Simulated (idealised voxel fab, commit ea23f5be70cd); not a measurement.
Module name: voxel fin reveal (process module)
Each square cell in cross-section cut measures 5 nm, and the section as a whole is 190 nm wide.
For the purposes of this document, a cross-section shall be understood as a grid of square cells, specified as bands listed in top-to-bottom order, each band consisting of one or more rows of cells. Basically the band line says how high the top is and how high the bottom is, in nm, and then what's in it from left to right, every material with its width in nm. Empty space shows up as "empty", and if a single material carries "edge to edge" it runs the full band edge to edge. Height 0 is the level under which the wafer as received is all one material. The lowest band goes on downwards, as in "top 0, no bottom". The notation "30 to 40" denotes a width that varies across the rows of cells in the band, beginning at the first number in the top row, finishing at the second number in the bottom row, and changing by an identical amount from each row to the next. "no alterations made" for a step: no cell of the cross-section changed in that step. So "Closed empty spaces" is basically the list of trapped voids: any empty space of 8 cells or more that can't reach the top through an opening. They're written width x height at distance, the distance being from the left edge, and it's all nm. The remark found on a step's line after its settings is issued by the simulator itself and pertains to that step. overlay nm: on a step with a mask, how far right of its planned place the mask lay; negative means left.
## Listed below are the process steps as planned
1: RECEIVE: material Si
2: CONFORMAL_DEP: material SiN, thk nm 10
3: DIRECTIONAL_DEP: material aC, thk nm 10
4: PATTERN: tone cover, mask id FINS, material resist, width nm 15, pitch nm 40, thk nm 25, overlay nm -15
5: DIRECTIONAL_ETCH: etch materials aC, depth nm 10
6: STRIP: etch materials resist
7: DIRECTIONAL_ETCH: etch materials SiN, depth nm 10
8: DIRECTIONAL_ETCH: etch materials Si, depth nm 30
9: STRIP: etch materials aC
10: FILL_DEP: material SiO2, thk nm 10
11: CMP: height nm 10
12: SELECTIVE_ETCH: etch materials SiO2, depth nm 20
13: STRIP: etch materials SiN
14: CONFORMAL_DEP: material SiO2, thk nm 5
Quick note for whoever runs this: the wafers start identical, but the overlay nm at step 4 isn't the same across them. The plan just shows what the first wafer had.
## First wafer of several, as received: cross-section after step 1
    top 0, no bottom | Si edge to edge
    Closed empty spaces: none
## Gained (+) or lost (-) cells of each material since receipt, then closed voids: one row per wafer, at the end of the module
overlay nm -15 | -192 Si | +174 SiO2 | Closed empty spaces: none
overlay nm -10 | -192 Si | +174 SiO2 | Closed empty spaces: none
overlay nm -5 | -192 Si | +174 SiO2 | Closed empty spaces: none
overlay nm 0 | -192 Si | +174 SiO2 | Closed empty spaces: none
overlay nm 5 | -192 Si | +174 SiO2 | Closed empty spaces: none
overlay nm 10 | -192 Si | +174 SiO2 | Closed empty spaces: none
overlay nm 15 | -192 Si | +174 SiO2 | Closed empty spaces: none
